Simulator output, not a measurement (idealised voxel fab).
process module | voxel air gaps
cross-section cut | 260 nm wide | cells 5 nm
A cross-section is a grid of square cells, given in bands from the top down. A band is one or more rows of cells.
Each band's line starts with the height of the band's top and of its bottom, in nm. Then come its materials from left to right, each with its width in nm. One material with "throughout" fills the band from edge to edge. "air" is empty space.
Height 0 is the level under which the wafer as received is all one material. The lowest band goes on downwards, as in "0 down".
A width such as "30 to 40" changes by the same amount from each row of cells to the next, from the band's top row to its bottom row.
"no change" after a step means that no cell of the cross-section changed.
closed voids: empty space of 8 cells or more with no open way to the top, each as width x height at its distance from the left edge, in nm
after a step's settings: what the simulator itself notes on the step
overlay nm, on a step with a mask: how far to the right of its planned place the mask lay; to the left if negative
plan
1 op RECEIVE | material Si
2 op CONFORMAL_DEP | material SiO2 | thk nm 15
3 op CONFORMAL_DEP | material SiCN | thk nm 5
4 op DIRECTIONAL_DEP | material SiO2 | thk nm 40
5 op PATTERN | tone open | mask id LINES | material resist | width nm 20 | pitch nm 45 | thk nm 20 | overlay nm 0
6 op DIRECTIONAL_ETCH | etch materials SiO2 | depth nm 40
7 op STRIP | etch materials resist
8 op CONFORMAL_DEP | material TiN | thk nm 5
9 op FILL_DEP | material Ru | thk nm 5
10 op CMP | height nm 60
11 op EPI | material Ru | thk nm 10
12 op SELECTIVE_ETCH | etch materials SiO2 | depth nm 50
13 op CONFORMAL_DEP | material SiCN | thk nm 5
first wafer, as planned
as received, after step 1
  0 down: Si throughout
  closed voids: none
after step 2
  15 to 0: SiO2 throughout
  below 0: unchanged
after step 3
  20 to 15: SiCN throughout
  below 15: unchanged
after step 4
  60 to 20: SiO2 throughout
  below 20: unchanged
after step 5
  80 to 60: resist 50 | air 20 | resist 25 | air 20 | resist 25 | air 20 | resist 25 | air 20 | resist 55
  below 60: unchanged
after step 6
  80 to 60: resist 50 | air 20 | resist 25 | air 20 | resist 25 | air 20 | resist 25 | air 20 | resist 55
  60 to 20: SiO2 50 | air 20 | SiO2 25 | air 20 | SiO2 25 | air 20 | SiO2 25 | air 20 | SiO2 55
  below 20: unchanged
after step 7
  60 to 20: SiO2 50 | air 20 | SiO2 25 | air 20 | SiO2 25 | air 20 | SiO2 25 | air 20 | SiO2 55
  below 20: unchanged
after step 8
  65 to 60: TiN 55 | air 10 | TiN 35 | air 10 | TiN 35 | air 10 | TiN 35 | air 10 | TiN 60
  60 to 25: SiO2 50 | TiN 5 | air 10 | TiN 5 | SiO2 25 | TiN 5 | air 10 | TiN 5 | SiO2 25 | TiN 5 | air 10 | TiN 5 | SiO2 25 | TiN 5 | air 10 | TiN 5 | SiO2 55
  25 to 20: SiO2 50 | TiN 20 | SiO2 25 | TiN 20 | SiO2 25 | TiN 20 | SiO2 25 | TiN 20 | SiO2 55
  below 20: unchanged
after step 9
  70 to 65: Ru throughout
  65 to 60: TiN 55 | Ru 10 | TiN 35 | Ru 10 | TiN 35 | Ru 10 | TiN 35 | Ru 10 | TiN 60
  60 to 25: SiO2 50 | TiN 5 | Ru 10 | TiN 5 | SiO2 25 | TiN 5 | Ru 10 | TiN 5 | SiO2 25 | TiN 5 | Ru 10 | TiN 5 | SiO2 25 | TiN 5 | Ru 10 | TiN 5 | SiO2 55
  below 25: unchanged
after step 10
  60 to 25: SiO2 50 | TiN 5 | Ru 10 | TiN 5 | SiO2 25 | TiN 5 | Ru 10 | TiN 5 | SiO2 25 | TiN 5 | Ru 10 | TiN 5 | SiO2 25 | TiN 5 | Ru 10 | TiN 5 | SiO2 55
  below 25: unchanged
after step 11
  70 to 60: air 40 | Ru 40 | air 5 | Ru 40 | air 5 | Ru 40 | air 5 | Ru 40 | air 45
  below 60: unchanged
after step 12
  70 to 60: air 40 | Ru 40 | air 5 | Ru 40 | air 5 | Ru 40 | air 5 | Ru 40 | air 45
  60 to 25: air 50 | TiN 5 | Ru 10 | TiN 5 | air 25 | TiN 5 | Ru 10 | TiN 5 | air 25 | TiN 5 | Ru 10 | TiN 5 | air 25 | TiN 5 | Ru 10 | TiN 5 | air 55
  25 to 20: air 50 | TiN 20 | air 25 | TiN 20 | air 25 | TiN 20 | air 25 | TiN 20 | air 55
  below 20: unchanged
after step 13
  75 to 70: air 35 | SiCN 185 | air 40
  70 to 60: air 35 | SiCN 5 | Ru 40 | SiCN 5 | Ru 40 | SiCN 5 | Ru 40 | SiCN 5 | Ru 40 | SiCN 5 | air 40
  60 to 55: air 35 | SiCN 15 | TiN 5 | Ru 10 | TiN 5 | SiCN 25 | TiN 5 | Ru 10 | TiN 5 | SiCN 25 | TiN 5 | Ru 10 | TiN 5 | SiCN 25 | TiN 5 | Ru 10 | TiN 5 | SiCN 15 | air 40
  55 to 25: air 45 | SiCN 5 | TiN 5 | Ru 10 | TiN 5 | SiCN 5 | air 15 | SiCN 5 | TiN 5 | Ru 10 | TiN 5 | SiCN 5 | air 15 | SiCN 5 | TiN 5 | Ru 10 | TiN 5 | SiCN 5 | air 15 | SiCN 5 | TiN 5 | Ru 10 | TiN 5 | SiCN 5 | air 50
  25 to 20: SiCN 50 | TiN 20 | SiCN 25 | TiN 20 | SiCN 25 | TiN 20 | SiCN 25 | TiN 20 | SiCN 55
  below 20: unchanged
  closed voids: 15 x 30 at 75; 15 x 30 at 120; 15 x 30 at 165
second wafer: like start, like plan, one mistake. Through step 4 it matches the first wafer
when step 5 should have ended
  80 to 60: resist 55 | air 20 | resist 25 | air 20 | resist 25 | air 20 | resist 25 | air 20 | resist 50
  below 60: unchanged
when step 6 should have ended
  80 to 60: resist 55 | air 20 | resist 25 | air 20 | resist 25 | air 20 | resist 25 | air 20 | resist 50
  60 to 20: SiO2 55 | air 20 | SiO2 25 | air 20 | SiO2 25 | air 20 | SiO2 25 | air 20 | SiO2 50
  below 20: unchanged
when step 7 should have ended
  60 to 20: SiO2 55 | air 20 | SiO2 25 | air 20 | SiO2 25 | air 20 | SiO2 25 | air 20 | SiO2 50
  below 20: unchanged
when step 8 should have ended
  65 to 60: TiN 60 | air 10 | TiN 35 | air 10 | TiN 35 | air 10 | TiN 35 | air 10 | TiN 55
  60 to 25: SiO2 55 | TiN 5 | air 10 | TiN 5 | SiO2 25 | TiN 5 | air 10 | TiN 5 | SiO2 25 | TiN 5 | air 10 | TiN 5 | SiO2 25 | TiN 5 | air 10 | TiN 5 | SiO2 50
  25 to 20: SiO2 55 | TiN 20 | SiO2 25 | TiN 20 | SiO2 25 | TiN 20 | SiO2 25 | TiN 20 | SiO2 50
  below 20: unchanged
when step 9 should have ended
  70 to 65: Ru throughout
  65 to 60: TiN 60 | Ru 10 | TiN 35 | Ru 10 | TiN 35 | Ru 10 | TiN 35 | Ru 10 | TiN 55
  60 to 25: SiO2 55 | TiN 5 | Ru 10 | TiN 5 | SiO2 25 | TiN 5 | Ru 10 | TiN 5 | SiO2 25 | TiN 5 | Ru 10 | TiN 5 | SiO2 25 | TiN 5 | Ru 10 | TiN 5 | SiO2 50
  below 25: unchanged
when step 10 should have ended
  60 to 25: SiO2 55 | TiN 5 | Ru 10 | TiN 5 | SiO2 25 | TiN 5 | Ru 10 | TiN 5 | SiO2 25 | TiN 5 | Ru 10 | TiN 5 | SiO2 25 | TiN 5 | Ru 10 | TiN 5 | SiO2 50
  below 25: unchanged
when step 11 should have ended
  70 to 60: air 45 | Ru 40 | air 5 | Ru 40 | air 5 | Ru 40 | air 5 | Ru 40 | air 40
  below 60: unchanged
when step 12 should have ended
  70 to 60: air 45 | Ru 40 | air 5 | Ru 40 | air 5 | Ru 40 | air 5 | Ru 40 | air 40
  60 to 25: air 55 | TiN 5 | Ru 10 | TiN 5 | air 25 | TiN 5 | Ru 10 | TiN 5 | air 25 | TiN 5 | Ru 10 | TiN 5 | air 25 | TiN 5 | Ru 10 | TiN 5 | air 50
  25 to 20: air 55 | TiN 20 | air 25 | TiN 20 | air 25 | TiN 20 | air 25 | TiN 20 | air 50
  below 20: unchanged
when step 13 should have ended
  75 to 70: air 40 | SiCN 185 | air 35
  70 to 60: air 40 | SiCN 5 | Ru 40 | SiCN 5 | Ru 40 | SiCN 5 | Ru 40 | SiCN 5 | Ru 40 | SiCN 5 | air 35
  60 to 55: air 40 | SiCN 15 | TiN 5 | Ru 10 | TiN 5 | SiCN 25 | TiN 5 | Ru 10 | TiN 5 | SiCN 25 | TiN 5 | Ru 10 | TiN 5 | SiCN 25 | TiN 5 | Ru 10 | TiN 5 | SiCN 15 | air 35
  55 to 25: air 50 | SiCN 5 | TiN 5 | Ru 10 | TiN 5 | SiCN 5 | air 15 | SiCN 5 | TiN 5 | Ru 10 | TiN 5 | SiCN 5 | air 15 | SiCN 5 | TiN 5 | Ru 10 | TiN 5 | SiCN 5 | air 15 | SiCN 5 | TiN 5 | Ru 10 | TiN 5 | SiCN 5 | air 45
  25 to 20: SiCN 55 | TiN 20 | SiCN 25 | TiN 20 | SiCN 25 | TiN 20 | SiCN 25 | TiN 20 | SiCN 50
  below 20: unchanged
  closed voids: 15 x 30 at 80; 15 x 30 at 125; 15 x 30 at 170
what went wrong: step 5 ran as: op PATTERN | tone open | mask id LINES | material resist | width nm 20 | pitch nm 45 | thk nm 20 | overlay nm 5
at the end the second wafer has, in cells: as many of each material as the first, in other places
